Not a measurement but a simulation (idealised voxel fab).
This section sets out a process module, namely voxel transistor to metal.
This is section cut - it's 145 nm across, gridded in 5 nm square cells.
Notation: cross-section as square-cell grid; stated in bands, top first, going down; one or more cell rows per band. Heads up on the band format: heights come first, top then bottom, in nm. After that it's the materials left to right, each with its width in nm. A single material flagged "throughout" fills the whole band edge to edge, and "empty" means there's empty space there. Ref level 0: as-received wafer is one material below here. Bottom band extends down with no lower bound ("0 nm and below"). Top row gets the first number, bottom row gets the second, and each row in between changes by the same step: that is how a band width like "30 to 40" works. The cross-section has no changed cell in any step marked "no modifications". Look at "Fully enclosed voids" for the closed voids: empty spaces with no open path to the top, sized 8 cells or up. Each is width x height at distance, distance from the left edge, all nm. What comes after the settings on a step's line is commentary from the simulator itself on that step. When a step includes a mask, the "overlay nm" setting on its line states how far to the right of its planned place that mask lay, and negative values state how far to the left. From here on the document is pairs. In a pair, the cross-section before one process step comes with the cross-section after it, and the latter goes no deeper than the lowest band that changed. What lies in between, the step and its settings, is written under the pair. A pair may be from a different run of this module on the same starting wafer than the pair above it, so it continues from that pair only where its entry headed "Ex-ante state" says so.

-- Ex-ante state
* 110 nm to 105 nm: 30 nm TiN / 10 nm empty / 60 nm TiN / 10 nm empty / 35 nm TiN
* 105 nm to 95 nm: 25 nm lowk / 5 nm TiN / 10 nm empty / 5 nm TiN / 50 nm lowk / 5 nm TiN / 10 nm empty / 5 nm TiN / 30 nm lowk
* 95 nm to 90 nm: 25 nm lowk / 5 nm TiN / 5 nm empty / 10 nm TiN / 50 nm lowk / 5 nm TiN / 5 nm empty / 10 nm TiN / 30 nm lowk
* 90 nm to 75 nm: 25 nm lowk / 5 nm TiN / 5 nm empty / 5 nm TiN / 55 nm lowk / 5 nm TiN / 5 nm empty / 5 nm TiN / 35 nm lowk
* 75 nm to 70 nm: 25 nm SiCN / 15 nm TiN / 55 nm SiCN / 15 nm TiN / 35 nm SiCN
* 70 nm to 55 nm: 25 nm lowk / 5 nm TiN / 10 nm Cu / 5 nm TiN / 50 nm lowk / 5 nm TiN / 10 nm Cu / 5 nm TiN / 30 nm lowk
* 55 nm to 50 nm: 25 nm SiN / 20 nm TiN / 50 nm SiN / 20 nm TiN / 30 nm SiN
* 50 nm to 35 nm: 25 nm SiO2 / 5 nm TiN / 10 nm W / 5 nm TiN / 50 nm SiO2 / 5 nm TiN / 10 nm W / 5 nm TiN / 30 nm SiO2
* 35 nm to 25 nm: 25 nm SiO2 / 5 nm TiN / 10 nm W / 5 nm TiN / 10 nm SiN / 5 nm SiO2 / 20 nm SiCN / 5 nm SiO2 / 10 nm SiN / 5 nm TiN / 10 nm W / 5 nm TiN / 30 nm SiO2
* 25 nm to 10 nm: 25 nm SiO2 / 5 nm TiN / 10 nm W / 5 nm TiN / 10 nm SiN / 5 nm SiO2 / 20 nm polySi / 5 nm SiO2 / 10 nm SiN / 5 nm TiN / 10 nm W / 5 nm TiN / 30 nm SiO2
* 10 nm to 5 nm: 25 nm SiO2 / 20 nm TiN / 10 nm SiN / 5 nm SiO2 / 20 nm polySi / 5 nm SiO2 / 10 nm SiN / 20 nm TiN / 30 nm SiO2
* 5 nm to 0 nm: 25 nm SiO2 / 10 nm TiN / 10 nm pSi / 10 nm SiN / 5 nm SiO2 / 20 nm polySi / 5 nm SiO2 / 10 nm SiN / 10 nm pSi / 10 nm TiN / 30 nm SiO2
* 0 nm to -5 nm: 15 nm SiO2 / 30 nm pSi / 50 nm SiO2 / 30 nm pSi / 20 nm SiO2
* -5 nm to -10 nm: 20 nm SiO2 / 25 nm pSi / 50 nm Si / 25 nm pSi / 25 nm SiO2
* -10 nm to -20 nm: 20 nm SiO2 / 100 nm Si / 25 nm SiO2
* -20 nm and below: Si throughout
* Fully enclosed voids: none

-- Structure After Step
* 120 nm to 110 nm: Ru throughout
* 110 nm to 105 nm: 30 nm TiN / 10 nm Ru / 60 nm TiN / 10 nm Ru / 35 nm TiN
* 105 nm to 95 nm: 25 nm lowk / 5 nm TiN / 10 nm Ru / 5 nm TiN / 50 nm lowk / 5 nm TiN / 10 nm Ru / 5 nm TiN / 30 nm lowk
* 95 nm to 90 nm: 25 nm lowk / 5 nm TiN / 5 nm Ru / 10 nm TiN / 50 nm lowk / 5 nm TiN / 5 nm Ru / 10 nm TiN / 30 nm lowk
* 90 nm to 75 nm: 25 nm lowk / 5 nm TiN / 5 nm Ru / 5 nm TiN / 55 nm lowk / 5 nm TiN / 5 nm Ru / 5 nm TiN / 35 nm lowk
* At heights below 75, the structure remains unaltered.
* Fully enclosed voids: none
Between the two cross-sections shown above, the process step is FILL_DEP, material Ru, thk nm 10

Ex-ante state: refer to the pair immediately above; the cross-section shown after its step is the state before this one.

-- Structure After Step
* 105 nm to 95 nm: 25 nm lowk / 5 nm TiN / 10 nm Ru / 5 nm TiN / 50 nm lowk / 5 nm TiN / 10 nm Ru / 5 nm TiN / 30 nm lowk
* At heights below 95, the structure remains unaltered.
* Fully enclosed voids: none
Between the two cross-sections shown above, the process step is CMP, height nm 105

Ex-ante state: refer to the pair immediately above; the cross-section shown after its step is the state before this one.

-- Structure After Step
* 110 nm to 105 nm: SiCN throughout
* At heights below 105, the structure remains unaltered.
* Fully enclosed voids: none
Between the two cross-sections shown above, the process step is CONFORMAL_DEP, material SiCN, thk nm 5

-- Ex-ante state
* 85 nm to 75 nm: Cu throughout
* 75 nm to 70 nm: 30 nm TiN / 10 nm Cu / 60 nm TiN / 10 nm Cu / 35 nm TiN
* 70 nm to 55 nm: 25 nm lowk / 5 nm TiN / 10 nm Cu / 5 nm TiN / 50 nm lowk / 5 nm TiN / 10 nm Cu / 5 nm TiN / 30 nm lowk
* 55 nm to 50 nm: 25 nm SiN / 20 nm TiN / 50 nm SiN / 20 nm TiN / 30 nm SiN
* 50 nm to 35 nm: 25 nm SiO2 / 5 nm TiN / 10 nm W / 5 nm TiN / 50 nm SiO2 / 5 nm TiN / 10 nm W / 5 nm TiN / 30 nm SiO2
* 35 nm to 25 nm: 25 nm SiO2 / 5 nm TiN / 10 nm W / 5 nm TiN / 10 nm SiN / 5 nm SiO2 / 20 nm SiCN / 5 nm SiO2 / 10 nm SiN / 5 nm TiN / 10 nm W / 5 nm TiN / 30 nm SiO2
* 25 nm to 10 nm: 25 nm SiO2 / 5 nm TiN / 10 nm W / 5 nm TiN / 10 nm SiN / 5 nm SiO2 / 20 nm polySi / 5 nm SiO2 / 10 nm SiN / 5 nm TiN / 10 nm W / 5 nm TiN / 30 nm SiO2
* 10 nm to 5 nm: 25 nm SiO2 / 20 nm TiN / 10 nm SiN / 5 nm SiO2 / 20 nm polySi / 5 nm SiO2 / 10 nm SiN / 20 nm TiN / 30 nm SiO2
* 5 nm to 0 nm: 25 nm SiO2 / 10 nm TiN / 10 nm pSi / 10 nm SiN / 5 nm SiO2 / 20 nm polySi / 5 nm SiO2 / 10 nm SiN / 10 nm pSi / 10 nm TiN / 30 nm SiO2
* 0 nm to -5 nm: 15 nm SiO2 / 30 nm pSi / 50 nm SiO2 / 30 nm pSi / 20 nm SiO2
* -5 nm to -10 nm: 20 nm SiO2 / 25 nm pSi / 50 nm Si / 25 nm pSi / 25 nm SiO2
* -10 nm to -20 nm: 20 nm SiO2 / 100 nm Si / 25 nm SiO2
* -20 nm and below: Si throughout
* Fully enclosed voids: none

-- Structure After Step
* 90 nm to 85 nm: SiCN throughout
* At heights below 85, the structure remains unaltered.
* Fully enclosed voids: none
Between the two cross-sections shown above, the process step is CONFORMAL_DEP, material SiCN, thk nm 5

Ex-ante state: refer to the pair immediately above; the cross-section shown after its step is the state before this one.

-- Structure After Step
* 120 nm to 90 nm: lowk throughout
* At heights below 90, the structure remains unaltered.
* Fully enclosed voids: none
Between the two cross-sections shown above, the process step is DIRECTIONAL_DEP, material lowk, thk nm 30

Ex-ante state: refer to the pair immediately above; the cross-section shown after its step is the state before this one.

-- Structure After Step
* 130 nm to 120 nm: aC throughout
* At heights below 120, the structure remains unaltered.
* Fully enclosed voids: none
Between the two cross-sections shown above, the process step is DIRECTIONAL_DEP, material aC, thk nm 10

Ex-ante state: refer to the pair immediately above; the cross-section shown after its step is the state before this one.

-- Structure After Step
* 160 nm to 130 nm: 25 nm resist / 20 nm empty / 50 nm resist / 20 nm empty / 30 nm resist
* At heights below 130, the structure remains unaltered.
* Fully enclosed voids: none
Between the two cross-sections shown above, the process step is PATTERN, tone open, mask id METAL_2, material resist, width nm 20, pitch nm 70, thk nm 30, overlay nm 0

Ex-ante state: refer to the pair immediately above; the cross-section shown after its step is the state before this one.

-- Structure After Step
* 150 nm to 130 nm: 25 nm resist / 20 nm empty / 50 nm resist / 20 nm empty / 30 nm resist
* 130 nm to 120 nm: 25 nm aC / 20 nm empty / 50 nm aC / 20 nm empty / 30 nm aC
* At heights below 120, the structure remains unaltered.
* Fully enclosed voids: none
Between the two cross-sections shown above, the process step is DIRECTIONAL_ETCH, etch materials aC, depth nm 10

Ex-ante state: refer to the pair immediately above; the cross-section shown after its step is the state before this one.

-- Structure After Step
* 130 nm to 120 nm: 25 nm aC / 20 nm empty / 50 nm aC / 20 nm empty / 30 nm aC
* At heights below 120, the structure remains unaltered.
* Fully enclosed voids: none
Between the two cross-sections shown above, the process step is STRIP, etch materials resist

Ex-ante state: refer to the pair immediately above; the cross-section shown after its step is the state before this one.

-- Structure After Step
* 130 nm to 120 nm: 25 nm aC / 20 nm empty / 50 nm aC / 20 nm empty / 30 nm aC
* 120 nm to 105 nm: 25 nm lowk / 20 nm empty / 50 nm lowk / 20 nm empty / 30 nm lowk
* At heights below 105, the structure remains unaltered.
* Fully enclosed voids: none
Between the two cross-sections shown above, the process step is DIRECTIONAL_ETCH, etch materials lowk, depth nm 15

Ex-ante state: refer to the pair immediately above; the cross-section shown after its step is the state before this one.

-- Structure After Step
* 120 nm to 105 nm: 25 nm lowk / 20 nm empty / 50 nm lowk / 20 nm empty / 30 nm lowk
* At heights below 105, the structure remains unaltered.
* Fully enclosed voids: none
Between the two cross-sections shown above, the process step is STRIP, etch materials aC

Ex-ante state: refer to the pair immediately above; the cross-section shown after its step is the state before this one.

-- Structure After Step
* 130 nm to 120 nm: 25 nm aC / 20 nm empty / 50 nm aC / 20 nm empty / 30 nm aC
* 120 nm to 115 nm: 25 nm lowk / 20 nm empty / 50 nm lowk / 20 nm empty / 30 nm lowk
* 115 nm to 105 nm: 25 nm lowk / 20 nm aC / 50 nm lowk / 20 nm aC / 30 nm lowk
* At heights below 105, the structure remains unaltered.
* Fully enclosed voids: none
Between the two cross-sections shown above, the process step is DIRECTIONAL_DEP, material aC, thk nm 10

Ex-ante state: refer to the pair immediately above; the cross-section shown after its step is the state before this one.

-- Structure After Step
* 160 nm to 130 nm: 25 nm resist / 15 nm empty / 55 nm resist / 15 nm empty / 35 nm resist
* 130 nm to 120 nm: 25 nm aC / 15 nm empty / 5 nm resist / 50 nm aC / 15 nm empty / 5 nm resist / 30 nm aC
* 120 nm to 115 nm: 25 nm lowk / 15 nm empty / 5 nm resist / 50 nm lowk / 15 nm empty / 5 nm resist / 30 nm lowk
* At heights below 115, the structure remains unaltered.
* Fully enclosed voids: none
Between the two cross-sections shown above, the process step is PATTERN, tone open, mask id METAL_2_HOLES, material resist, width nm 15, pitch nm 70, thk nm 30, overlay nm 0

Ex-ante state: refer to the pair immediately above; the cross-section shown after its step is the state before this one.

-- Structure After Step
* 150 nm to 130 nm: 25 nm resist / 15 nm empty / 55 nm resist / 15 nm empty / 35 nm resist
* 130 nm to 120 nm: 25 nm aC / 15 nm empty / 5 nm resist / 50 nm aC / 15 nm empty / 5 nm resist / 30 nm aC
* 120 nm to 115 nm: 25 nm lowk / 15 nm empty / 5 nm resist / 50 nm lowk / 15 nm empty / 5 nm resist / 30 nm lowk
* 115 nm to 105 nm: 25 nm lowk / 15 nm empty / 5 nm aC / 50 nm lowk / 15 nm empty / 5 nm aC / 30 nm lowk
* At heights below 105, the structure remains unaltered.
* Fully enclosed voids: none
Between the two cross-sections shown above, the process step is DIRECTIONAL_ETCH, etch materials aC, depth nm 10

Ex-ante state: refer to the pair immediately above; the cross-section shown after its step is the state before this one.

-- Structure After Step
* 130 nm to 120 nm: 25 nm aC / 20 nm empty / 50 nm aC / 20 nm empty / 30 nm aC
* 120 nm to 115 nm: 25 nm lowk / 20 nm empty / 50 nm lowk / 20 nm empty / 30 nm lowk
* At heights below 115, the structure remains unaltered.
* Fully enclosed voids: none
Between the two cross-sections shown above, the process step is STRIP, etch materials resist

Ex-ante state: refer to the pair immediately above; the cross-section shown after its step is the state before this one.

-- Structure After Step
* 130 nm to 120 nm: 25 nm aC / 20 nm empty / 50 nm aC / 20 nm empty / 30 nm aC
* 120 nm to 115 nm: 25 nm lowk / 20 nm empty / 50 nm lowk / 20 nm empty / 30 nm lowk
* 115 nm to 105 nm: 25 nm lowk / 15 nm empty / 5 nm aC / 50 nm lowk / 15 nm empty / 5 nm aC / 30 nm lowk
* 105 nm to 90 nm: 25 nm lowk / 15 nm empty / 55 nm lowk / 15 nm empty / 35 nm lowk
* At heights below 90, the structure remains unaltered.
* Fully enclosed voids: none
Between the two cross-sections shown above, the process step is DIRECTIONAL_ETCH, etch materials lowk, depth nm 15

Ex-ante state: refer to the pair immediately above; the cross-section shown after its step is the state before this one.

-- Structure After Step
* 130 nm to 120 nm: 25 nm aC / 20 nm empty / 50 nm aC / 20 nm empty / 30 nm aC
* 120 nm to 115 nm: 25 nm lowk / 20 nm empty / 50 nm lowk / 20 nm empty / 30 nm lowk
* 115 nm to 105 nm: 25 nm lowk / 15 nm empty / 5 nm aC / 50 nm lowk / 15 nm empty / 5 nm aC / 30 nm lowk
* 105 nm to 90 nm: 25 nm lowk / 15 nm empty / 55 nm lowk / 15 nm empty / 35 nm lowk
* 90 nm to 85 nm: 25 nm SiCN / 15 nm empty / 55 nm SiCN / 15 nm empty / 35 nm SiCN
* At heights below 85, the structure remains unaltered.
* Fully enclosed voids: none
Between the two cross-sections shown above, the process step is DIRECTIONAL_ETCH, etch materials SiCN, depth nm 5

Ex-ante state: refer to the pair immediately above; the cross-section shown after its step is the state before this one.

-- Structure After Step
* 120 nm to 105 nm: 25 nm lowk / 20 nm empty / 50 nm lowk / 20 nm empty / 30 nm lowk
* At heights below 105, the structure remains unaltered.
* Fully enclosed voids: none
Between the two cross-sections shown above, the process step is STRIP, etch materials aC

Ex-ante state: refer to the pair immediately above; the cross-section shown after its step is the state before this one.

-- Structure After Step
* 125 nm to 120 nm: 30 nm TiN / 10 nm empty / 60 nm TiN / 10 nm empty / 35 nm TiN
* 120 nm to 110 nm: 25 nm lowk / 5 nm TiN / 10 nm empty / 5 nm TiN / 50 nm lowk / 5 nm TiN / 10 nm empty / 5 nm TiN / 30 nm lowk
* 110 nm to 105 nm: 25 nm lowk / 5 nm TiN / 5 nm empty / 10 nm TiN / 50 nm lowk / 5 nm TiN / 5 nm empty / 10 nm TiN / 30 nm lowk
* 105 nm to 90 nm: 25 nm lowk / 5 nm TiN / 5 nm empty / 5 nm TiN / 55 nm lowk / 5 nm TiN / 5 nm empty / 5 nm TiN / 35 nm lowk
* 90 nm to 85 nm: 25 nm SiCN / 15 nm TiN / 55 nm SiCN / 15 nm TiN / 35 nm SiCN
* At heights below 85, the structure remains unaltered.
* Fully enclosed voids: none
Between the two cross-sections shown above, the process step is CONFORMAL_DEP, material TiN, thk nm 5

Ex-ante state: refer to the pair immediately above; the cross-section shown after its step is the state before this one.

-- Structure After Step
* 135 nm to 125 nm: Ru throughout
* 125 nm to 120 nm: 30 nm TiN / 10 nm Ru / 60 nm TiN / 10 nm Ru / 35 nm TiN
* 120 nm to 110 nm: 25 nm lowk / 5 nm TiN / 10 nm Ru / 5 nm TiN / 50 nm lowk / 5 nm TiN / 10 nm Ru / 5 nm TiN / 30 nm lowk
* 110 nm to 105 nm: 25 nm lowk / 5 nm TiN / 5 nm Ru / 10 nm TiN / 50 nm lowk / 5 nm TiN / 5 nm Ru / 10 nm TiN / 30 nm lowk
* 105 nm to 90 nm: 25 nm lowk / 5 nm TiN / 5 nm Ru / 5 nm TiN / 55 nm lowk / 5 nm TiN / 5 nm Ru / 5 nm TiN / 35 nm lowk
* At heights below 90, the structure remains unaltered.
* Fully enclosed voids: none
Between the two cross-sections shown above, the process step is FILL_DEP, material Ru, thk nm 10

Ex-ante state: refer to the pair immediately above; the cross-section shown after its step is the state before this one.

-- Structure After Step
* 105 nm to 90 nm: 25 nm lowk / 5 nm TiN / 5 nm Ru / 5 nm TiN / 55 nm lowk / 5 nm TiN / 5 nm Ru / 5 nm TiN / 35 nm lowk
* At heights below 90, the structure remains unaltered.
* Fully enclosed voids: none
Between the two cross-sections shown above, the process step is CMP, height nm 105

Ex-ante state: refer to the pair immediately above; the cross-section shown after its step is the state before this one.

-- Structure After Step
* 110 nm to 105 nm: SiCN throughout
* At heights below 105, the structure remains unaltered.
* Fully enclosed voids: none
Between the two cross-sections shown above, the process step is CONFORMAL_DEP, material SiCN, thk nm 5

-- Ex-ante state
* 115 nm to 105 nm: 25 nm aC / 20 nm empty / 50 nm aC / 20 nm empty / 30 nm aC
* 105 nm to 90 nm: 25 nm lowk / 20 nm empty / 50 nm lowk / 20 nm empty / 30 nm lowk
* 90 nm to 75 nm: lowk throughout
* 75 nm to 70 nm: SiCN throughout
* 70 nm to 55 nm: 25 nm lowk / 5 nm TiN / 10 nm Cu / 5 nm TiN / 50 nm lowk / 5 nm TiN / 10 nm Cu / 5 nm TiN / 30 nm lowk
* 55 nm to 50 nm: 25 nm SiN / 20 nm TiN / 50 nm SiN / 20 nm TiN / 30 nm SiN
* 50 nm to 35 nm: 25 nm SiO2 / 5 nm TiN / 10 nm W / 5 nm TiN / 50 nm SiO2 / 5 nm TiN / 10 nm W / 5 nm TiN / 30 nm SiO2
* 35 nm to 25 nm: 25 nm SiO2 / 5 nm TiN / 10 nm W / 5 nm TiN / 10 nm SiN / 5 nm SiO2 / 20 nm SiCN / 5 nm SiO2 / 10 nm SiN / 5 nm TiN / 10 nm W / 5 nm TiN / 30 nm SiO2
* 25 nm to 10 nm: 25 nm SiO2 / 5 nm TiN / 10 nm W / 5 nm TiN / 10 nm SiN / 5 nm SiO2 / 20 nm polySi / 5 nm SiO2 / 10 nm SiN / 5 nm TiN / 10 nm W / 5 nm TiN / 30 nm SiO2
* 10 nm to 5 nm: 25 nm SiO2 / 20 nm TiN / 10 nm SiN / 5 nm SiO2 / 20 nm polySi / 5 nm SiO2 / 10 nm SiN / 20 nm TiN / 30 nm SiO2
* 5 nm to 0 nm: 25 nm SiO2 / 10 nm TiN / 10 nm pSi / 10 nm SiN / 5 nm SiO2 / 20 nm polySi / 5 nm SiO2 / 10 nm SiN / 10 nm pSi / 10 nm TiN / 30 nm SiO2
* 0 nm to -5 nm: 15 nm SiO2 / 30 nm pSi / 50 nm SiO2 / 30 nm pSi / 20 nm SiO2
* -5 nm to -10 nm: 20 nm SiO2 / 25 nm pSi / 50 nm Si / 25 nm pSi / 25 nm SiO2
* -10 nm to -20 nm: 20 nm SiO2 / 100 nm Si / 25 nm SiO2
* -20 nm and below: Si throughout
* Fully enclosed voids: none

-- Structure After Step
* 115 nm to 105 nm: 25 nm aC / 20 nm empty / 50 nm aC / 20 nm empty / 30 nm aC
* 105 nm to 75 nm: 25 nm lowk / 20 nm empty / 50 nm lowk / 20 nm empty / 30 nm lowk
* At heights below 75, the structure remains unaltered.
* Fully enclosed voids: none
Between the two cross-sections shown above, the process step is DIRECTIONAL_ETCH, etch materials lowk, depth nm 15

Ex-ante state: refer to the pair immediately above; the cross-section shown after its step is the state before this one.

-- Structure After Step
* 105 nm to 75 nm: 25 nm lowk / 20 nm empty / 50 nm lowk / 20 nm empty / 30 nm lowk
* At heights below 75, the structure remains unaltered.
* Fully enclosed voids: none
Between the two cross-sections shown above, the process step is STRIP, etch materials aC

Ex-ante state: refer to the pair immediately above; the cross-section shown after its step is the state before this one.

-- Structure After Step
* 115 nm to 105 nm: 25 nm aC / 20 nm empty / 50 nm aC / 20 nm empty / 30 nm aC
* 105 nm to 85 nm: 25 nm lowk / 20 nm empty / 50 nm lowk / 20 nm empty / 30 nm lowk
* 85 nm to 75 nm: 25 nm lowk / 20 nm aC / 50 nm lowk / 20 nm aC / 30 nm lowk
* At heights below 75, the structure remains unaltered.
* Fully enclosed voids: none
Between the two cross-sections shown above, the process step is DIRECTIONAL_DEP, material aC, thk nm 10

Ex-ante state: refer to the pair immediately above; the cross-section shown after its step is the state before this one.

-- Structure After Step
* 145 nm to 115 nm: 25 nm resist / 15 nm empty / 55 nm resist / 15 nm empty / 35 nm resist
* 115 nm to 105 nm: 25 nm aC / 15 nm empty / 5 nm resist / 50 nm aC / 15 nm empty / 5 nm resist / 30 nm aC
* 105 nm to 85 nm: 25 nm lowk / 15 nm empty / 5 nm resist / 50 nm lowk / 15 nm empty / 5 nm resist / 30 nm lowk
* At heights below 85, the structure remains unaltered.
* Fully enclosed voids: none
Between the two cross-sections shown above, the process step is PATTERN, tone open, mask id METAL_2_HOLES, material resist, width nm 15, pitch nm 70, thk nm 30, overlay nm 0

Ex-ante state: refer to the pair immediately above; the cross-section shown after its step is the state before this one.

-- Structure After Step
* 135 nm to 115 nm: 25 nm resist / 15 nm empty / 55 nm resist / 15 nm empty / 35 nm resist
* 115 nm to 105 nm: 25 nm aC / 15 nm empty / 5 nm resist / 50 nm aC / 15 nm empty / 5 nm resist / 30 nm aC
* 105 nm to 85 nm: 25 nm lowk / 15 nm empty / 5 nm resist / 50 nm lowk / 15 nm empty / 5 nm resist / 30 nm lowk
* 85 nm to 75 nm: 25 nm lowk / 15 nm empty / 5 nm aC / 50 nm lowk / 15 nm empty / 5 nm aC / 30 nm lowk
* At heights below 75, the structure remains unaltered.
* Fully enclosed voids: none
Between the two cross-sections shown above, the process step is DIRECTIONAL_ETCH, etch materials aC, depth nm 10

Ex-ante state: refer to the pair immediately above; the cross-section shown after its step is the state before this one.

-- Structure After Step
* 115 nm to 105 nm: 25 nm aC / 20 nm empty / 50 nm aC / 20 nm empty / 30 nm aC
* 105 nm to 85 nm: 25 nm lowk / 20 nm empty / 50 nm lowk / 20 nm empty / 30 nm lowk
* At heights below 85, the structure remains unaltered.
* Fully enclosed voids: none
Between the two cross-sections shown above, the process step is STRIP, etch materials resist

Ex-ante state: refer to the pair immediately above; the cross-section shown after its step is the state before this one.

-- Structure After Step
* 115 nm to 105 nm: 25 nm aC / 20 nm empty / 50 nm aC / 20 nm empty / 30 nm aC
* 105 nm to 85 nm: 25 nm lowk / 20 nm empty / 50 nm lowk / 20 nm empty / 30 nm lowk
* 85 nm to 75 nm: 25 nm lowk / 15 nm empty / 5 nm aC / 50 nm lowk / 15 nm empty / 5 nm aC / 30 nm lowk
* 75 nm to 70 nm: 25 nm SiCN / 15 nm empty / 55 nm SiCN / 15 nm empty / 35 nm SiCN
* At heights below 70, the structure remains unaltered.
* Fully enclosed voids: none
Between the two cross-sections shown above, the process step is DIRECTIONAL_ETCH, etch materials SiCN, depth nm 5

Ex-ante state: refer to the pair immediately above; the cross-section shown after its step is the state before this one.

-- Structure After Step
* 105 nm to 75 nm: 25 nm lowk / 20 nm empty / 50 nm lowk / 20 nm empty / 30 nm lowk
* At heights below 75, the structure remains unaltered.
* Fully enclosed voids: none
Between the two cross-sections shown above, the process step is STRIP, etch materials aC

Ex-ante state: refer to the pair immediately above; the cross-section shown after its step is the state before this one.

-- Structure After Step
* 110 nm to 105 nm: 30 nm TiN / 10 nm empty / 60 nm TiN / 10 nm empty / 35 nm TiN
* 105 nm to 80 nm: 25 nm lowk / 5 nm TiN / 10 nm empty / 5 nm TiN / 50 nm lowk / 5 nm TiN / 10 nm empty / 5 nm TiN / 30 nm lowk
* 80 nm to 75 nm: 25 nm lowk / 5 nm TiN / 5 nm empty / 10 nm TiN / 50 nm lowk / 5 nm TiN / 5 nm empty / 10 nm TiN / 30 nm lowk
* 75 nm to 70 nm: 25 nm SiCN / 15 nm TiN / 55 nm SiCN / 15 nm TiN / 35 nm SiCN
* At heights below 70, the structure remains unaltered.
* Fully enclosed voids: none
Between the two cross-sections shown above, the process step is CONFORMAL_DEP, material TiN, thk nm 5

Ex-ante state: refer to the pair immediately above; the cross-section shown after its step is the state before this one.

-- Structure After Step
* 120 nm to 110 nm: Ru throughout
* 110 nm to 105 nm: 30 nm TiN / 10 nm Ru / 60 nm TiN / 10 nm Ru / 35 nm TiN
* 105 nm to 80 nm: 25 nm lowk / 5 nm TiN / 10 nm Ru / 5 nm TiN / 50 nm lowk / 5 nm TiN / 10 nm Ru / 5 nm TiN / 30 nm lowk
* 80 nm to 75 nm: 25 nm lowk / 5 nm TiN / 5 nm Ru / 10 nm TiN / 50 nm lowk / 5 nm TiN / 5 nm Ru / 10 nm TiN / 30 nm lowk
* At heights below 75, the structure remains unaltered.
* Fully enclosed voids: none
Between the two cross-sections shown above, the process step is FILL_DEP, material Ru, thk nm 10

Ex-ante state: refer to the pair immediately above; the cross-section shown after its step is the state before this one.

-- Structure After Step
* 105 nm to 80 nm: 25 nm lowk / 5 nm TiN / 10 nm Ru / 5 nm TiN / 50 nm lowk / 5 nm TiN / 10 nm Ru / 5 nm TiN / 30 nm lowk
* At heights below 80, the structure remains unaltered.
* Fully enclosed voids: none
Between the two cross-sections shown above, the process step is CMP, height nm 105

Ex-ante state: refer to the pair immediately above; the cross-section shown after its step is the state before this one.

-- Structure After Step
* 110 nm to 105 nm: SiCN throughout
* At heights below 105, the structure remains unaltered.
* Fully enclosed voids: none
Between the two cross-sections shown above, the process step is CONFORMAL_DEP, material SiCN, thk nm 5

-- Ex-ante state
* 35 nm to 30 nm: 45 nm empty / 10 nm SiN / 5 nm empty / 20 nm SiCN / 5 nm empty / 10 nm SiN / 50 nm empty
* 30 nm to 25 nm: 45 nm empty / 10 nm SiN / 5 nm SiO2 / 20 nm SiCN / 5 nm SiO2 / 10 nm SiN / 50 nm empty
* 25 nm to 0 nm: 45 nm empty / 10 nm SiN / 5 nm SiO2 / 20 nm polySi / 5 nm SiO2 / 10 nm SiN / 50 nm empty
* 0 nm to -5 nm: 45 nm empty / 50 nm SiO2 / 50 nm empty
* -5 nm to -20 nm: 20 nm SiO2 / 100 nm Si / 25 nm SiO2
* -20 nm and below: Si throughout
* Fully enclosed voids: none

-- Structure After Step
* 35 nm to 30 nm: 45 nm empty / 10 nm SiN / 5 nm empty / 20 nm SiCN / 5 nm empty / 10 nm SiN / 50 nm empty
* 30 nm to 25 nm: 45 nm empty / 10 nm SiN / 5 nm SiO2 / 20 nm SiCN / 5 nm SiO2 / 10 nm SiN / 50 nm empty
* 25 nm to 5 nm: 45 nm empty / 10 nm SiN / 5 nm SiO2 / 20 nm polySi / 5 nm SiO2 / 10 nm SiN / 50 nm empty
* 5 nm to 0 nm: 10 nm empty / 35 nm pSi / 10 nm SiN / 5 nm SiO2 / 20 nm polySi / 5 nm SiO2 / 10 nm SiN / 35 nm pSi / 15 nm empty
* 0 nm to -5 nm: 10 nm empty / 35 nm pSi / 50 nm SiO2 / 35 nm pSi / 15 nm empty
* At heights below -5, the structure remains unaltered.
* Fully enclosed voids: none
Between the two cross-sections shown above, the process step is EPI, material pSi, thk nm 10

Ex-ante state: refer to the pair immediately above; the cross-section shown after its step is the state before this one.

-- Structure After Step
* 35 nm to 30 nm: 45 nm empty / 10 nm SiN / 5 nm empty / 20 nm SiCN / 5 nm empty / 10 nm SiN / 50 nm empty
* 30 nm to 25 nm: 45 nm empty / 10 nm SiN / 5 nm SiO2 / 20 nm SiCN / 5 nm SiO2 / 10 nm SiN / 50 nm empty
* 25 nm to 0 nm: 45 nm empty / 10 nm SiN / 5 nm SiO2 / 20 nm polySi / 5 nm SiO2 / 10 nm SiN / 50 nm empty
* At heights below 0, the structure remains unaltered.
* Fully enclosed voids: none
Between the two cross-sections shown above, the process step is DIRECTIONAL_ETCH, etch materials Si, depth nm 5

Ex-ante state: refer to the pair immediately above; the cross-section shown after its step is the state before this one.

-- Structure After Step
* 45 nm to 35 nm: SiO2 throughout
* 35 nm to 25 nm: 45 nm SiO2 / 10 nm SiN / 5 nm SiO2 / 20 nm SiCN / 5 nm SiO2 / 10 nm SiN / 50 nm SiO2
* 25 nm to 0 nm: 45 nm SiO2 / 10 nm SiN / 5 nm SiO2 / 20 nm polySi / 5 nm SiO2 / 10 nm SiN / 50 nm SiO2
* 0 nm to -5 nm: 10 nm SiO2 / 35 nm pSi / 50 nm SiO2 / 35 nm pSi / 15 nm SiO2
* At heights below -5, the structure remains unaltered.
* Fully enclosed voids: none
Between the two cross-sections shown above, the process step is FILL_DEP, material SiO2, thk nm 10

Ex-ante state: refer to the pair immediately above; the cross-section shown after its step is the state before this one.

-- Structure After Step
* 35 nm to 25 nm: 45 nm SiO2 / 10 nm SiN / 5 nm SiO2 / 20 nm SiCN / 5 nm SiO2 / 10 nm SiN / 50 nm SiO2
* At heights below 25, the structure remains unaltered.
* Fully enclosed voids: none
Between the two cross-sections shown above, the process step is CMP, height nm 35

Ex-ante state: refer to the pair immediately above; the cross-section shown after its step is the state before this one.

-- Structure After Step
* 50 nm to 35 nm: SiO2 throughout
* At heights below 35, the structure remains unaltered.
* Fully enclosed voids: none
Between the two cross-sections shown above, the process step is DIRECTIONAL_DEP, material SiO2, thk nm 15

Ex-ante state: refer to the pair immediately above; the cross-section shown after its step is the state before this one.

-- Structure After Step
* 50 nm to 35 nm: 25 nm SiO2 / 20 nm empty / 50 nm SiO2 / 20 nm empty / 30 nm SiO2
* 35 nm to 25 nm: 25 nm SiO2 / 20 nm empty / 10 nm SiN / 5 nm SiO2 / 20 nm SiCN / 5 nm SiO2 / 10 nm SiN / 20 nm empty / 30 nm SiO2
* 25 nm to 0 nm: 25 nm SiO2 / 20 nm empty / 10 nm SiN / 5 nm SiO2 / 20 nm polySi / 5 nm SiO2 / 10 nm SiN / 20 nm empty / 30 nm SiO2
* At heights below 0, the structure remains unaltered.
* Fully enclosed voids: none
Between the two cross-sections shown above, the process step is MASKED_ETCH, tone open, mask id CONTACT, width nm 20, pitch nm 70, etch materials SiO2, depth nm 50, overlay nm 0
